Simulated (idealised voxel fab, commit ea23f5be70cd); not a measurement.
The process module that follows is named voxel fin reveal.
We display cut, a cross-section 260 nm in width whose square cells are each 5 nm.
When this document writes out a cross-section, it uses a grid of square cells and lists it as bands, beginning at the top and moving down, with a band standing for one or more rows of cells.
Quick guide to a band line: top height, bottom height (nm) up front; then every material left to right with its width in nm. Only one material and it's marked "all across"? Then it fills the band edge to edge. And "blank" just means empty space.
Measure heights from 0. That's the level where, below it, the as-received wafer is all one material. The lowest band is bottomless and extends downward; write it as in "from 0 down".
The expression "30 to 40" gives the width at the extremes of the band, the first number at its top row of cells and the second at its bottom row, with the width changing by equal amounts from each row to the next in between.
"identical to before" means the step left every cell of the cross-section as it was.
The label "Enclosed void entries" introduces a list of the empty spaces, 8 cells or larger, that have no open way up to the top; each entry in it reads width x height at distance, where the distance is taken from the left edge and all three are stated in nm.
On each step's line, the part that comes after the settings is the simulator's own comment on the step.
A step line may carry the setting "overlay nm", which, for steps involving a mask, states the distance by which the mask lay to the right of its intended position; negative values denote displacement to the left.

[The steps planned for the process are as follows]
1. RECEIVE [material Si]
2. CONFORMAL_DEP [material SiN] [thk nm 5]
3. PATTERN [tone cover] [mask id FINS] [material resist] [width nm 15] [pitch nm 40] [thk nm 20] [overlay nm 0]
4. DIRECTIONAL_ETCH [etch materials SiN] [depth nm 5]
5. DIRECTIONAL_ETCH [etch materials Si] [depth nm 30]
6. STRIP [etch materials resist]
7. OXIDIZE [depth nm 5]
8. FILL_DEP [material SiO2] [thk nm 15]
9. CMP [height nm 5]
10. SELECTIVE_ETCH [etch materials SiO2] [depth nm 15]
11. STRIP [etch materials SiN]
12. CONFORMAL_DEP [material HfO2] [thk nm 5]

[as received, after step 1]
	from 0 down = Si all across
	Enclosed void entries: none

[Starting structure and process plan are as shown above, but one mistake was made in running the module; the wafer cross-section at the end of the module follows]
	from 5 to 0 = HfO2 (80) | blank (15) | HfO2 (25) | blank (15) | HfO2 (25) | blank (15) | HfO2 (85)
	from 0 to -5 = Si (75) | HfO2 (5) | blank (15) | HfO2 (5) | Si (15) | HfO2 (5) | blank (15) | HfO2 (5) | Si (15) | HfO2 (5) | blank (15) | HfO2 (5) | Si (80)
	from -5 to -10 = Si (75) | HfO2 (25) | Si (15) | HfO2 (25) | Si (15) | HfO2 (25) | Si (80)
	from -10 to -35 = Si (75) | SiO2 (25) | Si (15) | SiO2 (25) | Si (15) | SiO2 (25) | Si (80)
	from -35 down = Si all across
	Enclosed void entries: none
Diagnosis: step 3 ran with different settings than intended, the actual operation and settings being PATTERN [tone open] [mask id FINS] [material resist] [width nm 15] [pitch nm 40] [thk nm 20] [overlay nm 0]
